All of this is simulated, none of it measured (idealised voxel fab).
process module | voxel wiring stack
cross-section cut | 290 nm wide | cells 5 nm
A cross-section is a grid of square cells, given in bands from the top down. A band is one or more rows of cells.
Each band's line starts with the height of the band's top and of its bottom, in nm. Then come its materials from left to right, each with its width in nm. One material with "throughout" fills the band from edge to edge. "air" is empty space.
Height 0 is the level under which the wafer as received is all one material. The lowest band goes on downwards, as in "0 down".
A width such as "30 to 40" changes by the same amount from each row of cells to the next, from the band's top row to its bottom row.
"no change" after a step means that no cell of the cross-section changed.
closed voids: empty space of 8 cells or more with no open way to the top, each as width x height at its distance from the left edge, in nm
after a step's settings: what the simulator itself notes on the step
overlay nm, on a step with a mask: how far to the right of its planned place the mask lay; to the left if negative
plan
1 op RECEIVE | material Si
2 op CONFORMAL_DEP | material SiO2 | thk nm 10
3 op DIRECTIONAL_DEP | material TiN | thk nm 5
4 op DIRECTIONAL_DEP | material W | thk nm 20
5 op MASKED_ETCH | tone cover | mask id METAL_1 | width nm 25 | pitch nm 45 | etch materials W | depth nm 20 | overlay nm 0
6 op MASKED_ETCH | tone cover | mask id METAL_1 | width nm 25 | pitch nm 45 | etch materials TiN | depth nm 5 | overlay nm 0
7 op FILL_DEP | material lowk | thk nm 5
8 op CMP | height nm 35
9 op CONFORMAL_DEP | material SiCN | thk nm 5
10 op DIRECTIONAL_DEP | material lowk | thk nm 30
11 op DIRECTIONAL_DEP | material aC | thk nm 10
12 op PATTERN | tone open | mask id METAL_2_HOLES | material resist | width nm 15 | thk nm 30 | overlay nm 0
13 op DIRECTIONAL_ETCH | etch materials aC | depth nm 10
14 op STRIP | etch materials resist
15 op DIRECTIONAL_ETCH | etch materials lowk | depth nm 30
16 op STRIP | etch materials aC
17 op MASKED_ETCH | tone open | mask id METAL_2 | width nm 25 | pitch nm 45 | etch materials lowk | depth nm 15 | overlay nm 0
18 op MASKED_ETCH | tone open | mask id METAL_2 | width nm 25 | pitch nm 45 | etch materials SiCN | depth nm 5 | overlay nm 0
19 op CONFORMAL_DEP | material TiN | thk nm 5
20 op FILL_DEP | material Ru | thk nm 10
21 op CMP | height nm 70
22 op CONFORMAL_DEP | material SiN | thk nm 5
first wafer, as planned
as received, after step 1
  0 down: Si throughout
  closed voids: none
after step 2
  10 to 0: SiO2 throughout
  below 0: unchanged
after step 3
  15 to 10: TiN throughout
  below 10: unchanged
after step 4
  35 to 15: W throughout
  below 15: unchanged
after step 5
  35 to 15: air 110 | W 25 | air 20 | W 25 | air 110
  below 15: unchanged
after step 6
  35 to 15: air 110 | W 25 | air 20 | W 25 | air 110
  15 to 10: air 110 | TiN 25 | air 20 | TiN 25 | air 110
  below 10: unchanged
after step 7
  40 to 35: lowk throughout
  35 to 15: lowk 110 | W 25 | lowk 20 | W 25 | lowk 110
  15 to 10: lowk 110 | TiN 25 | lowk 20 | TiN 25 | lowk 110
  below 10: unchanged
after step 8
  35 to 15: lowk 110 | W 25 | lowk 20 | W 25 | lowk 110
  below 15: unchanged
after step 9
  40 to 35: SiCN throughout
  below 35: unchanged
after step 10
  70 to 40: lowk throughout
  below 40: unchanged
after step 11
  80 to 70: aC throughout
  below 70: unchanged
after step 12
  110 to 80: resist 110 | air 15 | resist 165
  below 80: unchanged
after step 13
  100 to 80: resist 110 | air 15 | resist 165
  80 to 70: aC 110 | air 15 | aC 165
  below 70: unchanged
after step 14
  80 to 70: aC 110 | air 15 | aC 165
  below 70: unchanged
after step 15
  80 to 70: aC 110 | air 15 | aC 165
  70 to 40: lowk 110 | air 15 | lowk 165
  below 40: unchanged
after step 16
  70 to 40: lowk 110 | air 15 | lowk 165
  below 40: unchanged
after step 17
  70 to 55: lowk 110 | air 25 | lowk 20 | air 25 | lowk 110
  below 55: unchanged
after step 18
  70 to 55: lowk 110 | air 25 | lowk 20 | air 25 | lowk 110
  55 to 40: lowk 110 | air 15 | lowk 165
  40 to 35: SiCN 110 | air 15 | SiCN 165
  below 35: unchanged
after step 19
  75 to 70: TiN 115 | air 15 | TiN 30 | air 15 | TiN 115
  70 to 60: lowk 110 | TiN 5 | air 15 | TiN 5 | lowk 20 | TiN 5 | air 15 | TiN 5 | lowk 110
  60 to 55: lowk 110 | TiN 5 | air 5 | TiN 15 | lowk 20 | TiN 25 | lowk 110
  55 to 40: lowk 110 | TiN 5 | air 5 | TiN 5 | lowk 165
  40 to 35: SiCN 110 | TiN 15 | SiCN 165
  below 35: unchanged
after step 20
  85 to 75: Ru throughout
  75 to 70: TiN 115 | Ru 15 | TiN 30 | Ru 15 | TiN 115
  70 to 60: lowk 110 | TiN 5 | Ru 15 | TiN 5 | lowk 20 | TiN 5 | Ru 15 | TiN 5 | lowk 110
  60 to 55: lowk 110 | TiN 5 | Ru 5 | TiN 15 | lowk 20 | TiN 25 | lowk 110
  55 to 40: lowk 110 | TiN 5 | Ru 5 | TiN 5 | lowk 165
  below 40: unchanged
after step 21
  70 to 60: lowk 110 | TiN 5 | Ru 15 | TiN 5 | lowk 20 | TiN 5 | Ru 15 | TiN 5 | lowk 110
  below 60: unchanged
after step 22
  75 to 70: SiN throughout
  below 70: unchanged
second wafer: like start, like plan, one mistake. Through step 16 it matches the first wafer
when step 17 should have ended
  70 to 40: lowk 110 | air 25 | lowk 20 | air 25 | lowk 110
  below 40: unchanged
when step 18 should have ended
  70 to 40: lowk 110 | air 25 | lowk 20 | air 25 | lowk 110
  40 to 35: SiCN 110 | air 25 | SiCN 20 | air 25 | SiCN 110
  below 35: unchanged
when step 19 should have ended
  75 to 70: TiN 115 | air 15 | TiN 30 | air 15 | TiN 115
  70 to 40: lowk 110 | TiN 5 | air 15 | TiN 5 | lowk 20 | TiN 5 | air 15 | TiN 5 | lowk 110
  40 to 35: SiCN 110 | TiN 25 | SiCN 20 | TiN 25 | SiCN 110
  below 35: unchanged
when step 20 should have ended
  85 to 75: Ru throughout
  75 to 70: TiN 115 | Ru 15 | TiN 30 | Ru 15 | TiN 115
  70 to 40: lowk 110 | TiN 5 | Ru 15 | TiN 5 | lowk 20 | TiN 5 | Ru 15 | TiN 5 | lowk 110
  below 40: unchanged
when step 21 should have ended
  70 to 40: lowk 110 | TiN 5 | Ru 15 | TiN 5 | lowk 20 | TiN 5 | Ru 15 | TiN 5 | lowk 110
  below 40: unchanged
when step 22 should have ended
  75 to 70: SiN throughout
  below 70: unchanged
what went wrong: step 17 was run twice
at the end the second wafer has, in cells: 20 more of Ru | 7 fewer of SiCN | 8 more of TiN | 21 fewer of lowk
